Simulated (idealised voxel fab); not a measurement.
process module | voxel trench capacitor
cross-section cut | 250 nm wide | cells 5 nm
A cross-section is a grid of square cells, given in bands from the top down. A band is one or more rows of cells.
Each band's line starts with the height of the band's top and of its bottom, in nm. Then come its materials from left to right, each with its width in nm. One material with "throughout" fills the band from edge to edge. "air" is empty space.
Height 0 is the level under which the wafer as received is all one material. The lowest band goes on downwards, as in "0 down".
A width such as "30 to 40" changes by the same amount from each row of cells to the next, from the band's top row to its bottom row.
"no change" after a step means that no cell of the cross-section changed.
closed voids: empty space of 8 cells or more with no open way to the top, each as width x height at its distance from the left edge, in nm
after a step's settings: what the simulator itself notes on the step
overlay nm, on a step with a mask: how far to the right of its planned place the mask lay; to the left if negative
plan
1 op RECEIVE | material Si
2 op CONFORMAL_DEP | material SiN | thk nm 10
3 op PATTERN | tone open | mask id TRENCH | material resist | width nm 30 | pitch nm 55 | thk nm 15 | overlay nm 0
4 op DIRECTIONAL_ETCH | etch materials SiN | depth nm 10
5 op DIRECTIONAL_ETCH | etch materials Si | depth nm 40
6 op STRIP | etch materials resist
7 op CONFORMAL_DEP | material Al2O3 | thk nm 5
8 op CONFORMAL_DEP | material TiN | thk nm 5
9 op FILL_DEP | material W | thk nm 5
10 op CMP | height nm 10
first wafer, as planned
as received, after step 1
  0 down: Si throughout
  closed voids: none
after step 2
  10 to 0: SiN throughout
  below 0: unchanged
after step 3
  25 to 10: resist 25 | air 30 | resist 25 | air 30 | resist 25 | air 30 | resist 25 | air 30 | resist 30
  below 10: unchanged
after step 4
  25 to 10: resist 25 | air 30 | resist 25 | air 30 | resist 25 | air 30 | resist 25 | air 30 | resist 30
  10 to 0: SiN 25 | air 30 | SiN 25 | air 30 | SiN 25 | air 30 | SiN 25 | air 30 | SiN 30
  below 0: unchanged
after step 5
  25 to 10: resist 25 | air 30 | resist 25 | air 30 | resist 25 | air 30 | resist 25 | air 30 | resist 30
  10 to 0: SiN 25 | air 30 | SiN 25 | air 30 | SiN 25 | air 30 | SiN 25 | air 30 | SiN 30
  0 to -40: Si 25 | air 30 | Si 25 | air 30 | Si 25 | air 30 | Si 25 | air 30 | Si 30
  below -40: unchanged
after step 6
  10 to 0: SiN 25 | air 30 | SiN 25 | air 30 | SiN 25 | air 30 | SiN 25 | air 30 | SiN 30
  below 0: unchanged
after step 7
  15 to 10: Al2O3 30 | air 20 | Al2O3 35 | air 20 | Al2O3 35 | air 20 | Al2O3 35 | air 20 | Al2O3 35
  10 to 0: SiN 25 | Al2O3 5 | air 20 | Al2O3 5 | SiN 25 | Al2O3 5 | air 20 | Al2O3 5 | SiN 25 | Al2O3 5 | air 20 | Al2O3 5 | SiN 25 | Al2O3 5 | air 20 | Al2O3 5 | SiN 30
  0 to -35: Si 25 | Al2O3 5 | air 20 | Al2O3 5 | Si 25 | Al2O3 5 | air 20 | Al2O3 5 | Si 25 | Al2O3 5 | air 20 | Al2O3 5 | Si 25 | Al2O3 5 | air 20 | Al2O3 5 | Si 30
  -35 to -40: Si 25 | Al2O3 30 | Si 25 | Al2O3 30 | Si 25 | Al2O3 30 | Si 25 | Al2O3 30 | Si 30
  below -40: unchanged
after step 8
  20 to 15: TiN 35 | air 10 | TiN 45 | air 10 | TiN 45 | air 10 | TiN 45 | air 10 | TiN 40
  15 to 10: Al2O3 30 | TiN 5 | air 10 | TiN 5 | Al2O3 35 | TiN 5 | air 10 | TiN 5 | Al2O3 35 | TiN 5 | air 10 | TiN 5 | Al2O3 35 | TiN 5 | air 10 | TiN 5 | Al2O3 35
  10 to 0: SiN 25 | Al2O3 5 | TiN 5 | air 10 | TiN 5 | Al2O3 5 | SiN 25 | Al2O3 5 | TiN 5 | air 10 | TiN 5 | Al2O3 5 | SiN 25 | Al2O3 5 | TiN 5 | air 10 | TiN 5 | Al2O3 5 | SiN 25 | Al2O3 5 | TiN 5 | air 10 | TiN 5 | Al2O3 5 | SiN 30
  0 to -30: Si 25 | Al2O3 5 | TiN 5 | air 10 | TiN 5 | Al2O3 5 | Si 25 | Al2O3 5 | TiN 5 | air 10 | TiN 5 | Al2O3 5 | Si 25 | Al2O3 5 | TiN 5 | air 10 | TiN 5 | Al2O3 5 | Si 25 | Al2O3 5 | TiN 5 | air 10 | TiN 5 | Al2O3 5 | Si 30
  -30 to -35: Si 25 | Al2O3 5 | TiN 20 | Al2O3 5 | Si 25 | Al2O3 5 | TiN 20 | Al2O3 5 | Si 25 | Al2O3 5 | TiN 20 | Al2O3 5 | Si 25 | Al2O3 5 | TiN 20 | Al2O3 5 | Si 30
  below -35: unchanged
after step 9
  25 to 20: W throughout
  20 to 15: TiN 35 | W 10 | TiN 45 | W 10 | TiN 45 | W 10 | TiN 45 | W 10 | TiN 40
  15 to 10: Al2O3 30 | TiN 5 | W 10 | TiN 5 | Al2O3 35 | TiN 5 | W 10 | TiN 5 | Al2O3 35 | TiN 5 | W 10 | TiN 5 | Al2O3 35 | TiN 5 | W 10 | TiN 5 | Al2O3 35
  10 to 0: SiN 25 | Al2O3 5 | TiN 5 | W 10 | TiN 5 | Al2O3 5 | SiN 25 | Al2O3 5 | TiN 5 | W 10 | TiN 5 | Al2O3 5 | SiN 25 | Al2O3 5 | TiN 5 | W 10 | TiN 5 | Al2O3 5 | SiN 25 | Al2O3 5 | TiN 5 | W 10 | TiN 5 | Al2O3 5 | SiN 30
  0 to -30: Si 25 | Al2O3 5 | TiN 5 | W 10 | TiN 5 | Al2O3 5 | Si 25 | Al2O3 5 | TiN 5 | W 10 | TiN 5 | Al2O3 5 | Si 25 | Al2O3 5 | TiN 5 | W 10 | TiN 5 | Al2O3 5 | Si 25 | Al2O3 5 | TiN 5 | W 10 | TiN 5 | Al2O3 5 | Si 30
  below -30: unchanged
after step 10
  10 to 0: SiN 25 | Al2O3 5 | TiN 5 | W 10 | TiN 5 | Al2O3 5 | SiN 25 | Al2O3 5 | TiN 5 | W 10 | TiN 5 | Al2O3 5 | SiN 25 | Al2O3 5 | TiN 5 | W 10 | TiN 5 | Al2O3 5 | SiN 25 | Al2O3 5 | TiN 5 | W 10 | TiN 5 | Al2O3 5 | SiN 30
  below 0: unchanged
second wafer: like start, like plan, one mistake. Through step 6 it matches the first wafer
when step 7 should have ended
  15 to 10: TiN 30 | air 20 | TiN 35 | air 20 | TiN 35 | air 20 | TiN 35 | air 20 | TiN 35
  10 to 0: SiN 25 | TiN 5 | air 20 | TiN 5 | SiN 25 | TiN 5 | air 20 | TiN 5 | SiN 25 | TiN 5 | air 20 | TiN 5 | SiN 25 | TiN 5 | air 20 | TiN 5 | SiN 30
  0 to -35: Si 25 | TiN 5 | air 20 | TiN 5 | Si 25 | TiN 5 | air 20 | TiN 5 | Si 25 | TiN 5 | air 20 | TiN 5 | Si 25 | TiN 5 | air 20 | TiN 5 | Si 30
  -35 to -40: Si 25 | TiN 30 | Si 25 | TiN 30 | Si 25 | TiN 30 | Si 25 | TiN 30 | Si 30
  below -40: unchanged
when step 8 should have ended
  20 to 15: Al2O3 35 | air 10 | Al2O3 45 | air 10 | Al2O3 45 | air 10 | Al2O3 45 | air 10 | Al2O3 40
  15 to 10: TiN 30 | Al2O3 5 | air 10 | Al2O3 5 | TiN 35 | Al2O3 5 | air 10 | Al2O3 5 | TiN 35 | Al2O3 5 | air 10 | Al2O3 5 | TiN 35 | Al2O3 5 | air 10 | Al2O3 5 | TiN 35
  10 to 0: SiN 25 | TiN 5 | Al2O3 5 | air 10 | Al2O3 5 | TiN 5 | SiN 25 | TiN 5 | Al2O3 5 | air 10 | Al2O3 5 | TiN 5 | SiN 25 | TiN 5 | Al2O3 5 | air 10 | Al2O3 5 | TiN 5 | SiN 25 | TiN 5 | Al2O3 5 | air 10 | Al2O3 5 | TiN 5 | SiN 30
  0 to -30: Si 25 | TiN 5 | Al2O3 5 | air 10 | Al2O3 5 | TiN 5 | Si 25 | TiN 5 | Al2O3 5 | air 10 | Al2O3 5 | TiN 5 | Si 25 | TiN 5 | Al2O3 5 | air 10 | Al2O3 5 | TiN 5 | Si 25 | TiN 5 | Al2O3 5 | air 10 | Al2O3 5 | TiN 5 | Si 30
  -30 to -35: Si 25 | TiN 5 | Al2O3 20 | TiN 5 | Si 25 | TiN 5 | Al2O3 20 | TiN 5 | Si 25 | TiN 5 | Al2O3 20 | TiN 5 | Si 25 | TiN 5 | Al2O3 20 | TiN 5 | Si 30
  below -35: unchanged
when step 9 should have ended
  25 to 20: W throughout
  20 to 15: Al2O3 35 | W 10 | Al2O3 45 | W 10 | Al2O3 45 | W 10 | Al2O3 45 | W 10 | Al2O3 40
  15 to 10: TiN 30 | Al2O3 5 | W 10 | Al2O3 5 | TiN 35 | Al2O3 5 | W 10 | Al2O3 5 | TiN 35 | Al2O3 5 | W 10 | Al2O3 5 | TiN 35 | Al2O3 5 | W 10 | Al2O3 5 | TiN 35
  10 to 0: SiN 25 | TiN 5 | Al2O3 5 | W 10 | Al2O3 5 | TiN 5 | SiN 25 | TiN 5 | Al2O3 5 | W 10 | Al2O3 5 | TiN 5 | SiN 25 | TiN 5 | Al2O3 5 | W 10 | Al2O3 5 | TiN 5 | SiN 25 | TiN 5 | Al2O3 5 | W 10 | Al2O3 5 | TiN 5 | SiN 30
  0 to -30: Si 25 | TiN 5 | Al2O3 5 | W 10 | Al2O3 5 | TiN 5 | Si 25 | TiN 5 | Al2O3 5 | W 10 | Al2O3 5 | TiN 5 | Si 25 | TiN 5 | Al2O3 5 | W 10 | Al2O3 5 | TiN 5 | Si 25 | TiN 5 | Al2O3 5 | W 10 | Al2O3 5 | TiN 5 | Si 30
  below -30: unchanged
when step 10 should have ended
  10 to 0: SiN 25 | TiN 5 | Al2O3 5 | W 10 | Al2O3 5 | TiN 5 | SiN 25 | TiN 5 | Al2O3 5 | W 10 | Al2O3 5 | TiN 5 | SiN 25 | TiN 5 | Al2O3 5 | W 10 | Al2O3 5 | TiN 5 | SiN 25 | TiN 5 | Al2O3 5 | W 10 | Al2O3 5 | TiN 5 | SiN 30
  below 0: unchanged
what went wrong: steps 7 and 8 were swapped
at the end the second wafer has, in cells: 16 fewer of Al2O3 | 16 more of TiN
